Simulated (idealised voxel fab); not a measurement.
Process module heading - voxel wiring stack
Displayed cross-section: cut, width of 155 nm, square cells sized 5 nm.
Format of a cross-section: grid, square cells. Given as bands. Order: top down. Band: one or more rows of cells. This entry defines a band. It first specifies the height of the band's top and the height of its bottom in nm, and then specifies the band's materials from left to right, stating each material with its width in nm. The word "edge to edge" identifies a single material that fills the band from edge to edge, while the word "empty" identifies empty space. Heights are expressed relative to 0, this being the level below which the as-received wafer comprises one material exclusively. The lowest band is unbounded in the downward direction and is denoted as in "0 and below". You'd read "30..40" like this: the band's top row of cells is as wide as the first number, its bottom row is as wide as the second, and going down, every row changes width by the same amount as the row before did. "no change occurred" means the step left every cell of the cross-section as it was. "Closed void catalog": sealed empty spaces, 8 cells or more, no open way to top, listed width x height at distance, with distance from the left edge and width, height and distance in nm. If you see something after the settings on a step's line, that's the simulator's own remark about that step. overlay nm: step with mask; distance mask lay right of planned place; negative value = left of planned place.

### Here's what the planned process steps look like
1: RECEIVE, material Si
2: CONFORMAL_DEP, material SiO2, thk nm 10
3: CONFORMAL_DEP, material SiN, thk nm 5
4: DIRECTIONAL_DEP, material lowk, thk nm 25
5: PATTERN, tone open, mask id METAL_1, material resist, width nm 25, pitch nm 55, thk nm 20, overlay nm 0
6: DIRECTIONAL_ETCH, etch materials lowk, depth nm 25
7: DIRECTIONAL_ETCH, etch materials SiN, depth nm 5
8: STRIP, etch materials resist
9: CONFORMAL_DEP, material TiN, thk nm 5
10: FILL_DEP, material Ru, thk nm 10
11: CMP, height nm 40
12: EPI, material Ru, thk nm 5
13: FILL_DEP, material SiCN, thk nm 5
14: DIRECTIONAL_DEP, material lowk, thk nm 15
15: MASKED_ETCH, tone open, mask id PLUG_1, width nm 15, etch materials lowk, depth nm 15, overlay nm 0
16: MASKED_ETCH, tone open, mask id PLUG_1, width nm 15, etch materials SiCN, depth nm 5, overlay nm 0
17: EPI, material Ru, thk nm 10
18: EPI, material Ru, thk nm 10
19: DIRECTIONAL_DEP, material TiN, thk nm 5
20: DIRECTIONAL_DEP, material W, thk nm 20
21: DIRECTIONAL_DEP, material aC, thk nm 15
22: PATTERN, tone cover, mask id METAL_2, material resist, width nm 15, pitch nm 55, thk nm 30, overlay nm 0
23: DIRECTIONAL_ETCH, etch materials aC, depth nm 15
24: STRIP, etch materials resist
25: DIRECTIONAL_ETCH, etch materials W, depth nm 20
26: DIRECTIONAL_ETCH, etch materials TiN, depth nm 5
27: STRIP, etch materials aC
28: FILL_DEP, material SiO2, thk nm 5
29: CMP, height nm 90
30: CONFORMAL_DEP, material SiCN, thk nm 5
Split variable: width nm, step 22. Plan value = first wafer. Wafers start alike.

### The first of several wafers as received, shown in cross-section; this is its state after step 1
> 0 and below  Si edge to edge
> Closed void catalog: none

### Once step 30, the last step, is complete, the module is at its end; this is the cross-section of the first of several wafers
> 95 down to 90  SiCN edge to edge
> 90 down to 70  SiO2 40 / W 15 / SiO2 40 / W 15 / SiO2 45
> 70 down to 65  SiO2 40 / TiN 15 / SiO2 40 / TiN 15 / SiO2 45
> 65 down to 50  lowk 35 / Ru 15 / lowk 105
> 50 down to 45  SiCN 35 / Ru 15 / SiCN 105
> 45 down to 40  SiCN 30 / Ru 35 / SiCN 20 / Ru 35 / SiCN 35
> 40 down to 15  lowk 35 / TiN 5 / Ru 15 / TiN 5 / lowk 30 / TiN 5 / Ru 15 / TiN 5 / lowk 40
> 15 down to 10  SiN 35 / TiN 25 / SiN 30 / TiN 25 / SiN 40
> 10 down to 0  SiO2 edge to edge
> 0 and below  Si edge to edge
> Closed void catalog: none

### So this is the cross-section on the last wafer at the end of the module
> 95 down to 90  SiCN edge to edge
> 90 down to 70  SiO2 30 / W 40 / SiO2 15 / W 40 / SiO2 30
> 70 down to 65  SiO2 30 / TiN 40 / SiO2 15 / TiN 40 / SiO2 30
> 65 down to 50  lowk 35 / Ru 15 / lowk 105
> 50 down to 45  SiCN 35 / Ru 15 / SiCN 105
> 45 down to 40  SiCN 30 / Ru 35 / SiCN 20 / Ru 35 / SiCN 35
> 40 down to 15  lowk 35 / TiN 5 / Ru 15 / TiN 5 / lowk 30 / TiN 5 / Ru 15 / TiN 5 / lowk 40
> 15 down to 10  SiN 35 / TiN 25 / SiN 30 / TiN 25 / SiN 40
> 10 down to 0  SiO2 edge to edge
> 0 and below  Si edge to edge
> Closed void catalog: none

### Every row in this table is a wafer at the end of the module, and it gives, for each of the materials, the cells that wafer has gained (+) or lost (-) since it was received, then its closed voids
width nm 15; +56 Ru; +76 SiCN; +21 SiN; +187 SiO2; +36 TiN; +24 W; +189 lowk; Closed void catalog: none
width nm 20; +56 Ru; +76 SiCN; +21 SiN; +177 SiO2; +38 TiN; +32 W; +189 lowk; Closed void catalog: none
width nm 25; +56 Ru; +76 SiCN; +21 SiN; +167 SiO2; +40 TiN; +40 W; +189 lowk; Closed void catalog: none
width nm 30; +56 Ru; +76 SiCN; +21 SiN; +157 SiO2; +42 TiN; +48 W; +189 lowk; Closed void catalog: none
width nm 35; +56 Ru; +76 SiCN; +21 SiN; +147 SiO2; +44 TiN; +56 W; +189 lowk; Closed void catalog: none
width nm 40; +56 Ru; +76 SiCN; +21 SiN; +137 SiO2; +46 TiN; +64 W; +189 lowk; Closed void catalog: none
